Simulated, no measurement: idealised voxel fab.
Process module under the name voxel transistor to metal
Cross-section cut: width 180 nm, square cells of 5 nm.
Cross-section spec: square-cell grid; bands listed top down; each band is one or more rows.
Top height, bottom height, nm. Materials left to right, width each, nm. Single material + "throughout" = fills band edge to edge. "empty" = empty.
Counting heights begins at 0, where everything beneath is, in the wafer as received, one material. The lowest band has no bottom; it goes on downwards, as "0 -> down" shows.
The width entry "30 to 40" should be interpreted row by row: the top row of cells in the band takes the first number, the bottom row takes the second number, and the change between adjacent rows is uniform throughout.
"changes: none" means the step left every cell of the cross-section as it was.
Look at "Completely enclosed voids" for the closed voids: empty spaces with no open path to the top, sized 8 cells or up. Each is width x height at distance, distance from the left edge, all nm.
after a step's settings: what the simulator itself notes on the step
Steps that use a mask can have "overlay nm" on their line. It says how far the mask sat to the right of where it was meant to be. Negative means to the left.

Planned step list for the process
| 1 | RECEIVE (material Si) |
| 2 | CONFORMAL_DEP (material SiO2; thk nm 5) |
| 3 | CONFORMAL_DEP (material SiN; thk nm 10) |
| 4 | DIRECTIONAL_DEP (material aC; thk nm 15) |
| 5 | PATTERN (tone cover; mask id ACTIVE; material resist; width nm 120; thk nm 30; overlay nm 0) |
| 6 | DIRECTIONAL_ETCH (etch materials aC; depth nm 15) |
| 7 | STRIP (etch materials resist) |
| 8 | DIRECTIONAL_ETCH (etch materials SiN; depth nm 10) |
| 9 | DIRECTIONAL_ETCH (etch materials SiO2; depth nm 5) |
| 10 | DIRECTIONAL_ETCH (etch materials Si; depth nm 25) |
| 11 | STRIP (etch materials aC) |
| 12 | FILL_DEP (material SiO2; thk nm 10) |
| 13 | CMP (height nm 15) |
| 14 | SELECTIVE_ETCH (etch materials SiO2; depth nm 10) |
| 15 | STRIP (etch materials SiN) |
| 16 | SELECTIVE_ETCH (etch materials SiO2; depth nm 5) |
| 17 | OXIDIZE (depth nm 5) |
| 18 | DIRECTIONAL_DEP (material polySi; thk nm 25) |
| 19 | DIRECTIONAL_DEP (material SiCN; thk nm 15) |
| 20 | DIRECTIONAL_DEP (material aC; thk nm 15) |
| 21 | PATTERN (tone cover; mask id GATE; material resist; width nm 30; thk nm 30; overlay nm 0) |
| 22 | DIRECTIONAL_ETCH (etch materials aC; depth nm 15) |
| 23 | STRIP (etch materials resist) |
| 24 | DIRECTIONAL_ETCH (etch materials SiCN; depth nm 25) |
| 25 | DIRECTIONAL_ETCH (etch materials polySi; depth nm 35) |
| 26 | STRIP (etch materials aC) |
| 27 | CONFORMAL_DEP (material SiO2; thk nm 5) |
| 28 | DIRECTIONAL_ETCH (etch materials SiO2; depth nm 5) |
| 29 | CONFORMAL_DEP (material SiN; thk nm 5) |
| 30 | DIRECTIONAL_ETCH (etch materials SiN; depth nm 5) |
| 31 | DIRECTIONAL_ETCH (etch materials SiO2; depth nm 5) |
| 32 | EPI (material SiGe; thk nm 5) |
| 33 | FILL_DEP (material SiO2; thk nm 5) |
| 34 | CMP (height nm 25) |
| 35 | STRIP (etch materials polySi) |
| 36 | SELECTIVE_ETCH (etch materials SiO2; depth nm 5) |
| 37 | CONFORMAL_DEP (material HfO2; thk nm 5) |
| 38 | CONFORMAL_DEP (material TiN; thk nm 5) |
| 39 | FILL_DEP (material W; thk nm 10) |
| 40 | CMP (height nm 20) |
| 41 | DIRECTIONAL_DEP (material SiO2; thk nm 15) |
| 42 | PATTERN (tone open; mask id CONTACT; material resist; width nm 20; pitch nm 80; thk nm 15; overlay nm 0) |
| 43 | DIRECTIONAL_ETCH (etch materials SiO2; depth nm 35) |
| 44 | STRIP (etch materials resist) |
| 45 | CONFORMAL_DEP (material TiN; thk nm 5) |
| 46 | FILL_DEP (material W; thk nm 5) |
| 47 | CMP (height nm 35) |
| 48 | CONFORMAL_DEP (material SiN; thk nm 5) |
| 49 | DIRECTIONAL_DEP (material lowk; thk nm 20) |
| 50 | DIRECTIONAL_DEP (material aC; thk nm 15) |
| 51 | PATTERN (tone open; mask id METAL_1; material resist; width nm 20; pitch nm 80; thk nm 30; overlay nm 0) |
| 52 | DIRECTIONAL_ETCH (etch materials aC; depth nm 15) |
| 53 | STRIP (etch materials resist) |
| 54 | DIRECTIONAL_ETCH (etch materials lowk; depth nm 20) |
| 55 | DIRECTIONAL_ETCH (etch materials SiN; depth nm 5) |
| 56 | STRIP (etch materials aC) |
| 57 | CONFORMAL_DEP (material TiN; thk nm 5) |
| 58 | FILL_DEP (material Ru; thk nm 5) |
| 59 | CMP (height nm 60) |
| 60 | EPI (material Ru; thk nm 5) |
| 61 | FILL_DEP (material SiCN; thk nm 5) |
| 62 | DIRECTIONAL_DEP (material lowk; thk nm 35) |
| 63 | MASKED_ETCH (tone open; mask id METAL_2_HOLES; width nm 15; pitch nm 80; etch materials lowk; depth nm 35; overlay nm 0) |
| 64 | PATTERN (tone open; mask id METAL_2; material resist; width nm 20; pitch nm 80; thk nm 15; overlay nm 0) |
| 65 | DIRECTIONAL_ETCH (etch materials lowk; depth nm 20) |
| 66 | DIRECTIONAL_ETCH (etch materials SiCN; depth nm 5) |
| 67 | STRIP (etch materials resist) |
| 68 | CONFORMAL_DEP (material TiN; thk nm 5) |
| 69 | FILL_DEP (material Cu; thk nm 10) |
| 70 | CMP (height nm 105) |
| 71 | CONFORMAL_DEP (material SiCN; thk nm 5) |

As-received state of the wafer in cross-section, equivalent to post-step 1
    0 -> down | Si throughout
    Completely enclosed voids: none

Post-module cross-section of the first of two wafers (run per plan)
    110 -> 105 | SiCN throughout
    105 -> 90 | lowk 40 nm, then TiN 5 nm, then Cu 10 nm, then TiN 5 nm, then lowk 60 nm, then TiN 5 nm, then Cu 10 nm, then TiN 5 nm, then lowk 40 nm
    90 -> 85 | lowk 40 nm, then TiN 5 nm, then Cu 5 nm, then TiN 10 nm, then lowk 60 nm, then TiN 5 nm, then Cu 5 nm, then TiN 10 nm, then lowk 40 nm
    85 -> 70 | lowk 40 nm, then TiN 5 nm, then Cu 5 nm, then TiN 5 nm, then lowk 65 nm, then TiN 5 nm, then Cu 5 nm, then TiN 5 nm, then lowk 45 nm
    70 -> 65 | SiCN 40 nm, then TiN 15 nm, then SiCN 65 nm, then TiN 15 nm, then SiCN 45 nm
    65 -> 60 | SiCN 35 nm, then Ru 30 nm, then SiCN 50 nm, then Ru 30 nm, then SiCN 35 nm
    60 -> 40 | lowk 40 nm, then TiN 5 nm, then Ru 10 nm, then TiN 5 nm, then lowk 60 nm, then TiN 5 nm, then Ru 10 nm, then TiN 5 nm, then lowk 40 nm
    40 -> 35 | SiN 40 nm, then TiN 20 nm, then SiN 60 nm, then TiN 20 nm, then SiN 40 nm
    35 -> 20 | SiO2 40 nm, then TiN 5 nm, then W 10 nm, then TiN 5 nm, then SiO2 60 nm, then TiN 5 nm, then W 10 nm, then TiN 5 nm, then SiO2 40 nm
    20 -> 5 | SiO2 40 nm, then TiN 5 nm, then W 10 nm, then TiN 5 nm, then SiO2 5 nm, then SiN 5 nm, then HfO2 5 nm, then TiN 5 nm, then W 20 nm, then TiN 5 nm, then HfO2 5 nm, then SiN 5 nm, then SiO2 5 nm, then TiN 5 nm, then W 10 nm, then TiN 5 nm, then SiO2 40 nm
    5 -> 0 | SiO2 40 nm, then TiN 20 nm, then SiO2 5 nm, then SiN 5 nm, then HfO2 5 nm, then TiN 30 nm, then HfO2 5 nm, then SiN 5 nm, then SiO2 5 nm, then TiN 20 nm, then SiO2 40 nm
    0 -> -5 | SiO2 25 nm, then SiGe 40 nm, then SiO2 5 nm, then HfO2 40 nm, then SiO2 5 nm, then SiGe 40 nm, then SiO2 25 nm
    -5 -> -25 | SiO2 30 nm, then Si 120 nm, then SiO2 30 nm
    -25 -> down | Si throughout
    Completely enclosed voids: none

Now the second wafer, cross-sectioned at the end of the module. Nothing different at the start, nothing different in the plan compared with the first, just one mistake when it was actually run
    110 -> 105 | SiCN throughout
    105 -> 90 | lowk 40 nm, then TiN 5 nm, then Cu 10 nm, then TiN 5 nm, then lowk 60 nm, then TiN 5 nm, then Cu 10 nm, then TiN 5 nm, then lowk 40 nm
    90 -> 85 | lowk 40 nm, then TiN 5 nm, then Cu 5 nm, then TiN 10 nm, then lowk 60 nm, then TiN 5 nm, then Cu 5 nm, then TiN 10 nm, then lowk 40 nm
    85 -> 70 | lowk 40 nm, then TiN 5 nm, then Cu 5 nm, then TiN 5 nm, then lowk 65 nm, then TiN 5 nm, then Cu 5 nm, then TiN 5 nm, then lowk 45 nm
    70 -> 65 | SiCN 40 nm, then TiN 15 nm, then SiCN 65 nm, then TiN 15 nm, then SiCN 45 nm
    65 -> 60 | SiCN 35 nm, then Ru 30 nm, then SiCN 50 nm, then Ru 30 nm, then SiCN 35 nm
    60 -> 40 | lowk 40 nm, then TiN 5 nm, then Ru 10 nm, then TiN 5 nm, then lowk 60 nm, then TiN 5 nm, then Ru 10 nm, then TiN 5 nm, then lowk 40 nm
    40 -> 35 | SiN 40 nm, then TiN 20 nm, then SiN 60 nm, then TiN 20 nm, then SiN 40 nm
    35 -> 30 | W 55 nm, then TiN 25 nm, then W 20 nm, then TiN 25 nm, then W 55 nm
    30 -> 25 | TiN 60 nm, then HfO2 15 nm, then TiN 5 nm, then W 20 nm, then TiN 5 nm, then HfO2 15 nm, then TiN 60 nm
    25 -> 20 | HfO2 65 nm, then SiN 5 nm, then HfO2 5 nm, then TiN 5 nm, then W 20 nm, then TiN 5 nm, then HfO2 5 nm, then SiN 5 nm, then HfO2 65 nm
    20 -> 5 | SiO2 65 nm, then SiN 5 nm, then HfO2 5 nm, then TiN 5 nm, then W 20 nm, then TiN 5 nm, then HfO2 5 nm, then SiN 5 nm, then SiO2 65 nm
    5 -> 0 | SiO2 65 nm, then SiN 5 nm, then HfO2 5 nm, then TiN 30 nm, then HfO2 5 nm, then SiN 5 nm, then SiO2 65 nm
    0 -> -5 | SiO2 25 nm, then SiGe 40 nm, then SiO2 5 nm, then HfO2 40 nm, then SiO2 5 nm, then SiGe 40 nm, then SiO2 25 nm
    -5 -> -25 | SiO2 30 nm, then Si 120 nm, then SiO2 30 nm
    -25 -> down | Si throughout
    Completely enclosed voids: none
The plan and the run diverged here: the plan's step 40 went unexecuted, having been skipped
Cell-count delta at end, second wafer over first, by material: HfO2 +34 | SiN +2 | SiO2 -52 | TiN +6 | W +10
